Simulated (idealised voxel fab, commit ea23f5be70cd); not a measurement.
process module | voxel gate over fins
cross-section cut | 150 nm wide | cells 5 nm
A cross-section is a grid of square cells, given in bands from the top down. A band is one or more rows of cells.
Each band's line starts with the height of the band's top and of its bottom, in nm. Then come its materials from left to right, each with its width in nm. One material with "throughout" fills the band from edge to edge. "air" is empty space.
Height 0 is the level under which the wafer as received is all one material. The lowest band goes on downwards, as in "0 down".
A width such as "30 to 40" changes by the same amount from each row of cells to the next, from the band's top row to its bottom row.
"no change" after a step means that no cell of the cross-section changed.
closed voids: empty space of 8 cells or more with no open way to the top, each as width x height at its distance from the left edge, in nm
after a step's settings: what the simulator itself notes on the step
overlay nm, on a step with a mask: how far to the right of its planned place the mask lay; to the left if negative
plan
1 op RECEIVE | material Si
2 op CONFORMAL_DEP | material SiN | thk nm 5
3 op MASKED_ETCH | tone cover | mask id FINS | width nm 15 | pitch nm 45 | etch materials SiN | depth nm 5 | overlay nm 0
4 op MASKED_ETCH | tone cover | mask id FINS | width nm 15 | pitch nm 45 | etch materials Si | depth nm 30 | overlay nm 0
5 op OXIDIZE | depth nm 5
6 op FILL_DEP | material SiO2 | thk nm 10
7 op CMP | height nm 5
8 op SELECTIVE_ETCH | etch materials SiO2 | depth nm 5
9 op STRIP | etch materials SiN
10 op CONFORMAL_DEP | material HfO2 | thk nm 5
11 op CONFORMAL_DEP | material TiN | thk nm 5
12 op FILL_DEP | material W | thk nm 15
13 op CMP | height nm 20
14 op CONFORMAL_DEP | material SiCN | thk nm 10
varied across the wafers: depth nm of step 8. The plan shows the first wafer's value. All wafers start alike
first wafer as received, after step 1
  0 down: Si throughout
  closed voids: none
first wafer at the end, after step 14
  30 to 20: SiCN throughout
  20 to 10: W throughout
  10 to 5: TiN throughout
  5 to 0: HfO2 throughout
  0 to -35: SiO2 50 | Si 5 | SiO2 40 | Si 5 | SiO2 50
  -35 down: Si throughout
  closed voids: none
last wafer at the end
  30 to 20: SiCN throughout
  20 to 10: W throughout
  10 to 5: W 40 | TiN 25 | W 20 | TiN 25 | W 40
  5 to 0: W 40 | TiN 5 | HfO2 15 | TiN 5 | W 20 | TiN 5 | HfO2 15 | TiN 5 | W 40
  0 to -15: W 40 | TiN 5 | HfO2 5 | Si 5 | HfO2 5 | TiN 5 | W 20 | TiN 5 | HfO2 5 | Si 5 | HfO2 5 | TiN 5 | W 40
  -15 to -20: TiN 45 | HfO2 5 | Si 5 | HfO2 5 | TiN 30 | HfO2 5 | Si 5 | HfO2 5 | TiN 45
  -20 to -25: HfO2 50 | Si 5 | HfO2 40 | Si 5 | HfO2 50
  -25 to -35: SiO2 50 | Si 5 | SiO2 40 | Si 5 | SiO2 50
  -35 down: Si throughout
  closed voids: none
each wafer at the end: cells of each material gained (+) or lost (-) since it was received, then its closed voids
depth nm 5 | +30 HfO2 | -196 Si | +60 SiCN | +196 SiO2 | +30 TiN | +60 W | closed voids: none
depth nm 10 | +34 HfO2 | -196 Si | +60 SiCN | +168 SiO2 | +34 TiN | +80 W | closed voids: none
depth nm 15 | +38 HfO2 | -196 Si | +60 SiCN | +140 SiO2 | +38 TiN | +100 W | closed voids: none
depth nm 20 | +42 HfO2 | -196 Si | +60 SiCN | +112 SiO2 | +42 TiN | +120 W | closed voids: none
depth nm 25 | +46 HfO2 | -196 Si | +60 SiCN | +84 SiO2 | +46 TiN | +140 W | closed voids: none
depth nm 30 | +50 HfO2 | -196 Si | +60 SiCN | +56 SiO2 | +50 TiN | +160 W | closed voids: none
